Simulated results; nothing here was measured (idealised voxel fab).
Process module in this document: voxel gate over fins
Cross-sectional view cut (width: 240 nm; square cell size: 5 nm).
In this document a cross-section is written as a grid of square cells. It is given as a series of bands, listed from the top down, and a band is one or more rows of cells.
Top, bottom (nm), then materials left to right with widths (nm); lone material tagged "all across" fills the whole band edge to edge; "air" = empty space.
A quick word on heights: they are counted from 0, and under that level the wafer as it came to us is one material throughout. The lowest band is different from the rest in having no bottom; it simply continues downward, written as in "from 0 down".
Width: "30 to 40" (first number = top row, second number = bottom row, same change from row to row of cells).
"no modification" -> step changed no cross-section cell.
Voids not open to the top, 8 cells minimum: see "Enclosed void entries". Written width x height at distance; distance is from the left edge; nm.
Read whatever lies past the settings on a step's line as the simulator's own remark about the step.
overlay nm: for a step with a mask, the amount by which the mask lay right of where it was planned; a negative amount means left of it.
So here's the lineup of process steps we planned
1) RECEIVE [material Si]
2) CONFORMAL_DEP [material SiN] [thk nm 5]
3) DIRECTIONAL_DEP [material aC] [thk nm 15]
4) PATTERN [tone cover] [mask id FINS] [material resist] [width nm 15] [pitch nm 50] [thk nm 35] [overlay nm 0]
5) DIRECTIONAL_ETCH [etch materials aC] [depth nm 15]
6) STRIP [etch materials resist]
7) DIRECTIONAL_ETCH [etch materials SiN] [depth nm 5]
8) DIRECTIONAL_ETCH [etch materials Si] [depth nm 35]
9) STRIP [etch materials aC]
10) OXIDIZE [depth nm 5]
11) FILL_DEP [material SiO2] [thk nm 15]
12) CMP [height nm 5]
13) MASKED_ETCH [tone open] [mask id RAIL] [width nm 15] [etch materials SiO2] [depth nm 35] [overlay nm 0]
14) CONFORMAL_DEP [material TiN] [thk nm 5]
15) FILL_DEP [material W] [thk nm 5]
16) CMP [height nm 5]
17) SELECTIVE_ETCH [etch materials W Ru TiN] [depth nm 20]
18) FILL_DEP [material SiO2] [thk nm 5]
19) CMP [height nm 5]
20) SELECTIVE_ETCH [etch materials SiO2] [depth nm 15]
21) STRIP [etch materials SiN]
22) CONFORMAL_DEP [material HfO2] [thk nm 5]
23) CONFORMAL_DEP [material TiN] [thk nm 5]
24) CONFORMAL_DEP [material TiAl] [thk nm 5]
25) CONFORMAL_DEP [material TiN] [thk nm 5]
26) FILL_DEP [material W] [thk nm 15]
27) CMP [height nm 30]
28) CONFORMAL_DEP [material SiCN] [thk nm 5]
Wafer, first of two, run as planned
Cross-section, incoming material, after step 1
- from 0 down | Si all across
- Enclosed void entries: none
Presented here is a cross-section of the wafer after step 2 has been performed
- from 5 to 0 | SiN all across
- Heights below 0 show no change.
Presented here is a cross-section of the wafer after step 3 has been performed
- from 20 to 5 | aC all across
- Heights below 5 show no change.
Presented here is a cross-section of the wafer after step 4 has been performed
- from 55 to 20 | 85 air; 15 resist; 35 air; 15 resist; 90 air
- Heights below 20 show no change.
Presented here is a cross-section of the wafer after step 5 has been performed
- from 40 to 20 | 85 air; 15 resist; 35 air; 15 resist; 90 air
- from 20 to 5 | 85 air; 15 aC; 35 air; 15 aC; 90 air
- Heights below 5 show no change.
Presented here is a cross-section of the wafer after step 6 has been performed
- from 20 to 5 | 85 air; 15 aC; 35 air; 15 aC; 90 air
- Heights below 5 show no change.
Presented here is a cross-section of the wafer after step 7 has been performed
- from 20 to 5 | 85 air; 15 aC; 35 air; 15 aC; 90 air
- from 5 to 0 | 85 air; 15 SiN; 35 air; 15 SiN; 90 air
- Heights below 0 show no change.
Presented here is a cross-section of the wafer after step 8 has been performed
- from 20 to 5 | 85 air; 15 aC; 35 air; 15 aC; 90 air
- from 5 to 0 | 85 air; 15 SiN; 35 air; 15 SiN; 90 air
- from 0 to -35 | 85 air; 15 Si; 35 air; 15 Si; 90 air
- Heights below -35 show no change.
Presented here is a cross-section of the wafer after step 9 has been performed
- from 5 to 0 | 85 air; 15 SiN; 35 air; 15 SiN; 90 air
- Heights below 0 show no change.
Presented here is a cross-section of the wafer after step 10 has been performed
- from 5 to 0 | 85 air; 15 SiN; 35 air; 15 SiN; 90 air
- from 0 to -35 | 85 air; 5 SiO2; 5 Si; 5 SiO2; 35 air; 5 SiO2; 5 Si; 5 SiO2; 90 air
- from -35 to -40 | 90 SiO2; 5 Si; 45 SiO2; 5 Si; 95 SiO2
- Heights below -40 show no change.
Presented here is a cross-section of the wafer after step 11 has been performed
- from 20 to 5 | SiO2 all across
- from 5 to 0 | 85 SiO2; 15 SiN; 35 SiO2; 15 SiN; 90 SiO2
- from 0 to -40 | 90 SiO2; 5 Si; 45 SiO2; 5 Si; 95 SiO2
- Heights below -40 show no change.
Presented here is a cross-section of the wafer after step 12 has been performed
- from 5 to 0 | 85 SiO2; 15 SiN; 35 SiO2; 15 SiN; 90 SiO2
- Heights below 0 show no change.
Presented here is a cross-section of the wafer after step 13 has been performed
- from 5 to 0 | 85 SiO2; 15 SiN; 10 SiO2; 15 air; 10 SiO2; 15 SiN; 90 SiO2
- from 0 to -30 | 90 SiO2; 5 Si; 15 SiO2; 15 air; 15 SiO2; 5 Si; 95 SiO2
- Heights below -30 show no change.
Presented here is a cross-section of the wafer after step 14 has been performed
- from 10 to 5 | 115 TiN; 5 air; 120 TiN
- from 5 to 0 | 85 SiO2; 15 SiN; 10 SiO2; 5 TiN; 5 air; 5 TiN; 10 SiO2; 15 SiN; 90 SiO2
- from 0 to -25 | 90 SiO2; 5 Si; 15 SiO2; 5 TiN; 5 air; 5 TiN; 15 SiO2; 5 Si; 95 SiO2
- from -25 to -30 | 90 SiO2; 5 Si; 15 SiO2; 15 TiN; 15 SiO2; 5 Si; 95 SiO2
- Heights below -30 show no change.
Presented here is a cross-section of the wafer after step 15 has been performed
- from 15 to 10 | W all across
- from 10 to 5 | 115 TiN; 5 W; 120 TiN
- from 5 to 0 | 85 SiO2; 15 SiN; 10 SiO2; 5 TiN; 5 W; 5 TiN; 10 SiO2; 15 SiN; 90 SiO2
- from 0 to -25 | 90 SiO2; 5 Si; 15 SiO2; 5 TiN; 5 W; 5 TiN; 15 SiO2; 5 Si; 95 SiO2
- Heights below -25 show no change.
Presented here is a cross-section of the wafer after step 16 has been performed
- from 5 to 0 | 85 SiO2; 15 SiN; 10 SiO2; 5 TiN; 5 W; 5 TiN; 10 SiO2; 15 SiN; 90 SiO2
- Heights below 0 show no change.
Presented here is a cross-section of the wafer after step 17 has been performed
- from 5 to 0 | 85 SiO2; 15 SiN; 10 SiO2; 15 air; 10 SiO2; 15 SiN; 90 SiO2
- from 0 to -15 | 90 SiO2; 5 Si; 15 SiO2; 15 air; 15 SiO2; 5 Si; 95 SiO2
- Heights below -15 show no change.
Presented here is a cross-section of the wafer after step 18 has been performed
- from 10 to 5 | SiO2 all across
- from 5 to 0 | 85 SiO2; 15 SiN; 35 SiO2; 15 SiN; 90 SiO2
- from 0 to -15 | 90 SiO2; 5 Si; 45 SiO2; 5 Si; 95 SiO2
- Heights below -15 show no change.
Presented here is a cross-section of the wafer after step 19 has been performed
- from 5 to 0 | 85 SiO2; 15 SiN; 35 SiO2; 15 SiN; 90 SiO2
- Heights below 0 show no change.
Presented here is a cross-section of the wafer after step 20 has been performed
- from 5 to 0 | 85 air; 15 SiN; 35 air; 15 SiN; 90 air
- from 0 to -10 | 90 air; 5 Si; 45 air; 5 Si; 95 air
- Heights below -10 show no change.
Presented here is a cross-section of the wafer after step 21 has been performed
- from 0 to -10 | 90 air; 5 Si; 45 air; 5 Si; 95 air
- Heights below -10 show no change.
Presented here is a cross-section of the wafer after step 22 has been performed
- from 5 to 0 | 85 air; 15 HfO2; 35 air; 15 HfO2; 90 air
- from 0 to -5 | 85 air; 5 HfO2; 5 Si; 5 HfO2; 35 air; 5 HfO2; 5 Si; 5 HfO2; 90 air
- from -5 to -10 | 90 HfO2; 5 Si; 45 HfO2; 5 Si; 95 HfO2
- Heights below -10 show no change.
Presented here is a cross-section of the wafer after step 23 has been performed
- from 10 to 5 | 80 air; 25 TiN; 25 air; 25 TiN; 85 air
- from 5 to 0 | 80 air; 5 TiN; 15 HfO2; 5 TiN; 25 air; 5 TiN; 15 HfO2; 5 TiN; 85 air
- from 0 to -5 | 85 TiN; 5 HfO2; 5 Si; 5 HfO2; 35 TiN; 5 HfO2; 5 Si; 5 HfO2; 90 TiN
- Heights below -5 show no change.
Presented here is a cross-section of the wafer after step 24 has been performed
- from 15 to 10 | 75 air; 35 TiAl; 15 air; 35 TiAl; 80 air
- from 10 to 5 | 75 air; 5 TiAl; 25 TiN; 5 TiAl; 15 air; 5 TiAl; 25 TiN; 5 TiAl; 80 air
- from 5 to 0 | 80 TiAl; 5 TiN; 15 HfO2; 5 TiN; 25 TiAl; 5 TiN; 15 HfO2; 5 TiN; 85 TiAl
- Heights below 0 show no change.
Presented here is a cross-section of the wafer after step 25 has been performed
- from 20 to 15 | 70 air; 45 TiN; 5 air; 45 TiN; 75 air
- from 15 to 10 | 70 air; 5 TiN; 35 TiAl; 5 TiN; 5 air; 5 TiN; 35 TiAl; 5 TiN; 75 air
- from 10 to 5 | 75 TiN; 5 TiAl; 25 TiN; 5 TiAl; 15 TiN; 5 TiAl; 25 TiN; 5 TiAl; 80 TiN
- Heights below 5 show no change.
Presented here is a cross-section of the wafer after step 26 has been performed
- from 35 to 20 | W all across
- from 20 to 15 | 70 W; 45 TiN; 5 W; 45 TiN; 75 W
- from 15 to 10 | 70 W; 5 TiN; 35 TiAl; 5 TiN; 5 W; 5 TiN; 35 TiAl; 5 TiN; 75 W
- Heights below 10 show no change.
Presented here is a cross-section of the wafer after step 27 has been performed
- from 30 to 20 | W all across
- Heights below 20 show no change.
Presented here is a cross-section of the wafer after step 28 has been performed
- from 35 to 30 | SiCN all across
- Heights below 30 show no change.
Second wafer, same starting state and plan as the first, one mistake in the run, identical through step 12
The second wafer in cross-section, at the planned close of step 13
- from 5 to 0 | 85 SiO2; 15 SiN; 15 SiO2; 15 air; 5 SiO2; 15 SiN; 90 SiO2
- from 0 to -30 | 90 SiO2; 5 Si; 20 SiO2; 15 air; 10 SiO2; 5 Si; 95 SiO2
- Heights below -30 show no change.
The second wafer in cross-section, at the planned close of step 14
- from 10 to 5 | 120 TiN; 5 air; 115 TiN
- from 5 to 0 | 85 SiO2; 15 SiN; 15 SiO2; 5 TiN; 5 air; 5 TiN; 5 SiO2; 15 SiN; 90 SiO2
- from 0 to -25 | 90 SiO2; 5 Si; 20 SiO2; 5 TiN; 5 air; 5 TiN; 10 SiO2; 5 Si; 95 SiO2
- from -25 to -30 | 90 SiO2; 5 Si; 20 SiO2; 15 TiN; 10 SiO2; 5 Si; 95 SiO2
- Heights below -30 show no change.
The second wafer in cross-section, at the planned close of step 15
- from 15 to 10 | W all across
- from 10 to 5 | 120 TiN; 5 W; 115 TiN
- from 5 to 0 | 85 SiO2; 15 SiN; 15 SiO2; 5 TiN; 5 W; 5 TiN; 5 SiO2; 15 SiN; 90 SiO2
- from 0 to -25 | 90 SiO2; 5 Si; 20 SiO2; 5 TiN; 5 W; 5 TiN; 10 SiO2; 5 Si; 95 SiO2
- Heights below -25 show no change.
The second wafer in cross-section, at the planned close of step 16
- from 5 to 0 | 85 SiO2; 15 SiN; 15 SiO2; 5 TiN; 5 W; 5 TiN; 5 SiO2; 15 SiN; 90 SiO2
- Heights below 0 show no change.
The second wafer in cross-section, at the planned close of step 17
- from 5 to 0 | 85 SiO2; 15 SiN; 15 SiO2; 15 air; 5 SiO2; 15 SiN; 90 SiO2
- from 0 to -15 | 90 SiO2; 5 Si; 20 SiO2; 15 air; 10 SiO2; 5 Si; 95 SiO2
- Heights below -15 show no change.
The second wafer in cross-section, at the planned close of step 18
- from 10 to 5 | SiO2 all across
- from 5 to 0 | 85 SiO2; 15 SiN; 35 SiO2; 15 SiN; 90 SiO2
- from 0 to -15 | 90 SiO2; 5 Si; 45 SiO2; 5 Si; 95 SiO2
- Heights below -15 show no change.
The second wafer in cross-section, at the planned close of step 19
- from 5 to 0 | 85 SiO2; 15 SiN; 35 SiO2; 15 SiN; 90 SiO2
- Heights below 0 show no change.
The second wafer in cross-section, at the planned close of step 20
- from 5 to 0 | 85 air; 15 SiN; 35 air; 15 SiN; 90 air
- from 0 to -10 | 90 air; 5 Si; 45 air; 5 Si; 95 air
- Heights below -10 show no change.
The second wafer in cross-section, at the planned close of step 21
- from 0 to -10 | 90 air; 5 Si; 45 air; 5 Si; 95 air
- Heights below -10 show no change.
The second wafer in cross-section, at the planned close of step 22
- from 5 to 0 | 85 air; 15 HfO2; 35 air; 15 HfO2; 90 air
- from 0 to -5 | 85 air; 5 HfO2; 5 Si; 5 HfO2; 35 air; 5 HfO2; 5 Si; 5 HfO2; 90 air
- from -5 to -10 | 90 HfO2; 5 Si; 45 HfO2; 5 Si; 95 HfO2
- Heights below -10 show no change.
The second wafer in cross-section, at the planned close of step 23
- from 10 to 5 | 80 air; 25 TiN; 25 air; 25 TiN; 85 air
- from 5 to 0 | 80 air; 5 TiN; 15 HfO2; 5 TiN; 25 air; 5 TiN; 15 HfO2; 5 TiN; 85 air
- from 0 to -5 | 85 TiN; 5 HfO2; 5 Si; 5 HfO2; 35 TiN; 5 HfO2; 5 Si; 5 HfO2; 90 TiN
- Heights below -5 show no change.
The second wafer in cross-section, at the planned close of step 24
- from 15 to 10 | 75 air; 35 TiAl; 15 air; 35 TiAl; 80 air
- from 10 to 5 | 75 air; 5 TiAl; 25 TiN; 5 TiAl; 15 air; 5 TiAl; 25 TiN; 5 TiAl; 80 air
- from 5 to 0 | 80 TiAl; 5 TiN; 15 HfO2; 5 TiN; 25 TiAl; 5 TiN; 15 HfO2; 5 TiN; 85 TiAl
- Heights below 0 show no change.
The second wafer in cross-section, at the planned close of step 25
- from 20 to 15 | 70 air; 45 TiN; 5 air; 45 TiN; 75 air
- from 15 to 10 | 70 air; 5 TiN; 35 TiAl; 5 TiN; 5 air; 5 TiN; 35 TiAl; 5 TiN; 75 air
- from 10 to 5 | 75 TiN; 5 TiAl; 25 TiN; 5 TiAl; 15 TiN; 5 TiAl; 25 TiN; 5 TiAl; 80 TiN
- Heights below 5 show no change.
The second wafer in cross-section, at the planned close of step 26
- from 35 to 20 | W all across
- from 20 to 15 | 70 W; 45 TiN; 5 W; 45 TiN; 75 W
- from 15 to 10 | 70 W; 5 TiN; 35 TiAl; 5 TiN; 5 W; 5 TiN; 35 TiAl; 5 TiN; 75 W
- Heights below 10 show no change.
The second wafer in cross-section, at the planned close of step 27
- from 30 to 20 | W all across
- Heights below 20 show no change.
The second wafer in cross-section, at the planned close of step 28
- from 35 to 30 | SiCN all across
- Heights below 30 show no change.
Where did the run depart from the plan? not per plan at step 13, really ran MASKED_ETCH [tone open] [mask id RAIL] [width nm 15] [etch materials SiO2] [depth nm 35] [overlay nm 5]
By the end, you'd get the same cell count for each material on either wafer, but the second wafer puts them somewhere else.
